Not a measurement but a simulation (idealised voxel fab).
Proc. module: voxel gate over fins
The width of the displayed cross-section, cut, is 205 nm; its cells are square, with a size of 5 nm.
Throughout this document, each cross-section is represented as a grid of square cells and is presented as a sequence of bands enumerated from the top downward, where a band comprises one or more rows of cells. First you get the band's top height and its bottom height, in nm, and then the materials it's made of, left to right, with each width in nm. If you see a single material with "edge to edge", that one covers the band edge to edge. "air" is empty space. The reference from which all heights are counted is 0, the level beneath which the as-received wafer is entirely one material; the lowest band, having no lower bound, proceeds downward and is written after the example "0 and below". You'd read "30..40" like this: the band's top row of cells is as wide as the first number, its bottom row is as wide as the second, and going down, every row changes width by the same amount as the row before did. "same as before" means the step left every cell of the cross-section as it was. Basically, "Voids lacking openings" tells you about the enclosed voids: empty spaces with no open way to the top, 8 cells or bigger, each written width x height at distance, where distance is from the left edge, all in nm. Whatever follows a step's settings on its line is a remark the simulator itself makes about that step. overlay nm: how far to the right of its planned place the mask lay on this masked step (negative: to the left).

## Intended process steps
1: op RECEIVE | material Si
2: op CONFORMAL_DEP | material SiN | thk nm 10
3: op DIRECTIONAL_DEP | material aC | thk nm 10
4: op PATTERN | tone cover | mask id FINS | material resist | width nm 15 | pitch nm 40 | thk nm 25 | overlay nm 0
5: op DIRECTIONAL_ETCH | etch materials aC | depth nm 10
6: op STRIP | etch materials resist
7: op DIRECTIONAL_ETCH | etch materials SiN | depth nm 10
8: op DIRECTIONAL_ETCH | etch materials Si | depth nm 40
9: op STRIP | etch materials aC
10: op OXIDIZE | depth nm 5
11: op FILL_DEP | material SiO2 | thk nm 15
12: op CMP | height nm 10
13: op SELECTIVE_ETCH | etch materials SiO2 | depth nm 20
14: op STRIP | etch materials SiN
15: op CONFORMAL_DEP | material HfO2 | thk nm 5
16: op CONFORMAL_DEP | material TiN | thk nm 5
17: op FILL_DEP | material W | thk nm 10
18: op CMP | height nm 15
19: op CONFORMAL_DEP | material SiCN | thk nm 5

## Cross-section of the wafer upon arrival, representing the state reached after step 1
    0 and below: Si edge to edge
    Voids lacking openings: none

## Here's the cross-section of the first of our two wafers at the end of the module - it ran as planned
    20 down to 15: SiCN edge to edge
    15 down to 10: W edge to edge
    10 down to 5: W (30) | TiN (25) | W (15) | TiN (25) | W (15) | TiN (25) | W (15) | TiN (25) | W (30)
    5 down to 0: W (30) | TiN (5) | HfO2 (15) | TiN (5) | W (15) | TiN (5) | HfO2 (15) | TiN (5) | W (15) | TiN (5) | HfO2 (15) | TiN (5) | W (15) | TiN (5) | HfO2 (15) | TiN (5) | W (30)
    0 down to -5: TiN (35) | HfO2 (5) | Si (5) | HfO2 (5) | TiN (25) | HfO2 (5) | Si (5) | HfO2 (5) | TiN (25) | HfO2 (5) | Si (5) | HfO2 (5) | TiN (25) | HfO2 (5) | Si (5) | HfO2 (5) | TiN (35)
    -5 down to -10: HfO2 (40) | Si (5) | HfO2 (35) | Si (5) | HfO2 (35) | Si (5) | HfO2 (35) | Si (5) | HfO2 (40)
    -10 down to -45: SiO2 (40) | Si (5) | SiO2 (35) | Si (5) | SiO2 (35) | Si (5) | SiO2 (35) | Si (5) | SiO2 (40)
    -45 and below: Si edge to edge
    Voids lacking openings: none

## Here's the second of our two wafers sectioned at module end. Same start as the first, same plan, but one mistake got made running it
    20 down to 15: SiCN edge to edge
    15 down to 10: W edge to edge
    10 down to 5: W (30) | TiN (25) | W (15) | TiN (25) | W (15) | TiN (25) | W (15) | TiN (25) | W (30)
    5 down to 0: W (30) | TiN (5) | HfO2 (15) | TiN (5) | W (15) | TiN (5) | HfO2 (15) | TiN (5) | W (15) | TiN (5) | HfO2 (15) | TiN (5) | W (15) | TiN (5) | HfO2 (15) | TiN (5) | W (30)
    0 down to -20: W (30) | TiN (5) | HfO2 (5) | Si (5) | HfO2 (5) | TiN (5) | W (15) | TiN (5) | HfO2 (5) | Si (5) | HfO2 (5) | TiN (5) | W (15) | TiN (5) | HfO2 (5) | Si (5) | HfO2 (5) | TiN (5) | W (15) | TiN (5) | HfO2 (5) | Si (5) | HfO2 (5) | TiN (5) | W (30)
    -20 down to -25: TiN (35) | HfO2 (5) | Si (5) | HfO2 (5) | TiN (25) | HfO2 (5) | Si (5) | HfO2 (5) | TiN (25) | HfO2 (5) | Si (5) | HfO2 (5) | TiN (25) | HfO2 (5) | Si (5) | HfO2 (5) | TiN (35)
    -25 down to -30: HfO2 (40) | Si (5) | HfO2 (35) | Si (5) | HfO2 (35) | Si (5) | HfO2 (35) | Si (5) | HfO2 (40)
    -30 down to -45: SiO2 (40) | Si (5) | SiO2 (35) | Si (5) | SiO2 (35) | Si (5) | SiO2 (35) | Si (5) | SiO2 (40)
    -45 and below: Si edge to edge
    Voids lacking openings: none
Misprocessing identified: step 13 of the plan was twice carried out
Wafer comparison, final, in cells, second relative to first, materials more or fewer: HfO2: 32 more | SiO2: 148 fewer | TiN: 32 more | W: 84 more
